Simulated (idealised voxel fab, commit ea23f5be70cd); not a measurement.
process module | voxel capacitor over wiring
cross-section cut | 240 nm wide | cells 5 nm
A cross-section is a grid of square cells, given in bands from the top down. A band is one or more rows of cells.
Each band's line starts with the height of the band's top and of its bottom, in nm. Then come its materials from left to right, each with its width in nm. One material with "throughout" fills the band from edge to edge. "air" is empty space.
Height 0 is the level under which the wafer as received is all one material. The lowest band goes on downwards, as in "0 down".
A width such as "30 to 40" changes by the same amount from each row of cells to the next, from the band's top row to its bottom row.
"no change" after a step means that no cell of the cross-section changed.
closed voids: empty space of 8 cells or more with no open way to the top, each as width x height at its distance from the left edge, in nm
after a step's settings: what the simulator itself notes on the step
overlay nm, on a step with a mask: how far to the right of its planned place the mask lay; to the left if negative
plan
1 op RECEIVE | material Si
2 op CONFORMAL_DEP | material SiO2 | thk nm 15
3 op DIRECTIONAL_DEP | material TiN | thk nm 5
4 op DIRECTIONAL_DEP | material Ru | thk nm 15
5 op DIRECTIONAL_DEP | material aC | thk nm 10
6 op PATTERN | tone cover | mask id METAL_1 | material resist | width nm 25 | pitch nm 75 | thk nm 25 | overlay nm 0
7 op DIRECTIONAL_ETCH | etch materials aC | depth nm 10
8 op STRIP | etch materials resist
9 op DIRECTIONAL_ETCH | etch materials Ru | depth nm 15
10 op DIRECTIONAL_ETCH | etch materials TiN | depth nm 5
11 op STRIP | etch materials aC
12 op FILL_DEP | material SiO2 | thk nm 10
13 op CMP | height nm 35
14 op CONFORMAL_DEP | material SiCN | thk nm 5
15 op DIRECTIONAL_DEP | material SiO2 | thk nm 20
16 op MASKED_ETCH | tone open | mask id PLUG_1 | width nm 15 | etch materials SiO2 | depth nm 20 | overlay nm 0
17 op MASKED_ETCH | tone open | mask id PLUG_1 | width nm 15 | etch materials SiCN | depth nm 5 | overlay nm 0
18 op EPI | material Ru | thk nm 10
19 op EPI | material Ru | thk nm 10
20 op EPI | material Ru | thk nm 5
21 op DIRECTIONAL_DEP | material TiN | thk nm 10
22 op DIRECTIONAL_DEP | material SiN | thk nm 5
23 op DIRECTIONAL_DEP | material TiN | thk nm 10
24 op DIRECTIONAL_DEP | material aC | thk nm 15
25 op PATTERN | tone cover | mask id UPPER_PLATE | material resist | width nm 55 | thk nm 30 | overlay nm 0
26 op DIRECTIONAL_ETCH | etch materials aC | depth nm 15
27 op STRIP | etch materials resist
28 op DIRECTIONAL_ETCH | etch materials TiN | depth nm 10
29 op DIRECTIONAL_ETCH | etch materials SiN | depth nm 5
30 op STRIP | etch materials aC
31 op DIRECTIONAL_DEP | material aC | thk nm 15
32 op PATTERN | tone cover | mask id LOWER_PLATE | material resist | width nm 65 | thk nm 30 | overlay nm 0
33 op DIRECTIONAL_ETCH | etch materials aC | depth nm 15
34 op STRIP | etch materials resist
35 op DIRECTIONAL_ETCH | etch materials TiN | depth nm 10
36 op STRIP | etch materials aC
37 op FILL_DEP | material SiO2 | thk nm 15
38 op CMP | height nm 95
39 op DIRECTIONAL_DEP | material aC | thk nm 10
40 op PATTERN | tone open | mask id PLUG_2 | material resist | width nm 15 | thk nm 30 | overlay nm 0
41 op DIRECTIONAL_ETCH | etch materials aC | depth nm 10
42 op STRIP | etch materials resist
43 op DIRECTIONAL_ETCH | etch materials SiO2 | depth nm 10
44 op STRIP | etch materials aC
45 op CONFORMAL_DEP | material TiN | thk nm 5
46 op FILL_DEP | material Cu | thk nm 5
47 op CMP | height nm 95
48 op CONFORMAL_DEP | material SiN | thk nm 5
as received, after step 1
  0 down: Si throughout
  closed voids: none
first wafer at the end, as planned
  100 to 95: SiN throughout
  95 to 90: SiO2 90 | TiN 5 | Cu 5 | TiN 5 | SiO2 135
  90 to 85: SiO2 90 | TiN 15 | SiO2 135
  85 to 75: SiO2 80 | TiN 55 | SiO2 105
  75 to 70: SiO2 80 | SiN 55 | SiO2 105
  70 to 60: SiO2 75 | TiN 65 | SiO2 100
  60 to 40: SiO2 80 | Ru 15 | SiO2 145
  40 to 35: SiCN 80 | Ru 15 | SiCN 145
  35 to 20: SiO2 70 | Ru 25 | SiO2 50 | Ru 25 | SiO2 70
  20 to 15: SiO2 70 | TiN 25 | SiO2 50 | TiN 25 | SiO2 70
  15 to 0: SiO2 throughout
  0 down: Si throughout
  closed voids: none
second wafer at the end: like start, like plan, one mistake
  100 to 95: SiN throughout
  95 to 90: SiO2 90 | TiN 5 | Cu 5 | TiN 5 | SiO2 135
  90 to 85: SiO2 90 | TiN 15 | SiO2 135
  85 to 75: SiO2 90 | TiN 50 | SiO2 100
  75 to 70: SiO2 90 | SiN 55 | SiO2 95
  70 to 60: SiO2 75 | TiN 70 | SiO2 95
  60 to 40: SiO2 80 | Ru 15 | SiO2 145
  40 to 35: SiCN 80 | Ru 15 | SiCN 145
  35 to 20: SiO2 70 | Ru 25 | SiO2 50 | Ru 25 | SiO2 70
  20 to 15: SiO2 70 | TiN 25 | SiO2 50 | TiN 25 | SiO2 70
  15 to 0: SiO2 throughout
  0 down: Si throughout
  closed voids: none
what went wrong: step 25 ran as: op PATTERN | tone cover | mask id UPPER_PLATE | material resist | width nm 55 | thk nm 30 | overlay nm 10
at the end the second wafer has, in cells: as many of each material as the first, in other places
